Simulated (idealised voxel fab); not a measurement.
The document below concerns the process module designated voxel spacer lines.
The figure presents cross-section cut, which has a width of 220 nm and is divided into square cells with an edge length of 5 nm.
Heads up, the way a cross-section reads in here is a grid of square cells, handed over as bands from the top down, with every band being one or more rows of cells.
First you get the band's top height and its bottom height, in nm, and then the materials it's made of, left to right, with each width in nm. If you see a single material with "throughout", that one covers the band edge to edge. "empty" is empty space.
Heights are reckoned from 0. Under this level, the received wafer is all of one material. The bottommost band is open-ended downward, for example "0 -> down".
The notation "30 to 40" denotes a width that varies across the rows of cells in the band, beginning at the first number in the top row, finishing at the second number in the bottom row, and changing by an identical amount from each row to the next.
No cell of the cross-section changed in a step that is given as "nothing changed".
The label "Enclosed void inventory" introduces a list of the empty spaces, 8 cells or larger, that have no open way up to the top; each entry in it reads width x height at distance, where the distance is taken from the left edge and all three are stated in nm.
What comes after the settings on a step's line is commentary from the simulator itself on that step.
Steps that use a mask can have "overlay nm" on their line. It says how far the mask sat to the right of where it was meant to be. Negative means to the left.
**Process steps (planned)**
1. RECEIVE [material Si]
2. CONFORMAL_DEP [material Al2O3] [thk nm 5]
3. DIRECTIONAL_DEP [material polySi] [thk nm 10]
4. DIRECTIONAL_DEP [material aC] [thk nm 25]
5. PATTERN [tone cover] [mask id MANDREL] [material resist] [width nm 25] [pitch nm 80] [thk nm 35] [overlay nm 0]
6. DIRECTIONAL_ETCH [etch materials aC] [depth nm 25]
7. STRIP [etch materials resist]
8. CONFORMAL_DEP [material SiN] [thk nm 15]
9. DIRECTIONAL_ETCH [etch materials SiN] [depth nm 15]
10. STRIP [etch materials aC]
11. DIRECTIONAL_ETCH [etch materials polySi] [depth nm 10]
12. STRIP [etch materials SiN]
**Wafer as received: cross-section following step 1**
* 0 -> down = Si throughout
* Enclosed void inventory: none
**First of two wafers, end-of-module section, run followed plan**
* 15 -> 5 = polySi: 15  empty: 25  polySi: 15  empty: 25  polySi: 15  empty: 25  polySi: 15  empty: 25  polySi: 15  empty: 25  polySi: 15  empty: 5
* 5 -> 0 = Al2O3 throughout
* 0 -> down = Si throughout
* Enclosed void inventory: none
**What the second wafer looks like in cross-section once the module is done. Its start and its plan matched the first wafer's exactly; what differed was one mistake in how it was run**
* 45 -> 40 = polySi: 55  empty: 25  polySi: 55  empty: 25  polySi: 55  empty: 5
* 40 -> 20 = polySi: 15  aC: 25  polySi: 15  empty: 25  polySi: 15  aC: 25  polySi: 15  empty: 25  polySi: 15  aC: 25  polySi: 15  empty: 5
* 20 -> 15 = polySi: 15  aC: 25  polySi: 55  aC: 25  polySi: 55  aC: 25  polySi: 20
* 15 -> 5 = polySi throughout
* 5 -> 0 = Al2O3 throughout
* 0 -> down = Si throughout
* Enclosed void inventory: none
Run error: step 8 was processed under conditions differing from the plan, specifically as CONFORMAL_DEP [material polySi] [thk nm 15]
Count the cells at the end and the second wafer has more or fewer of some materials than the first: aC: 75 more; polySi: 186 more
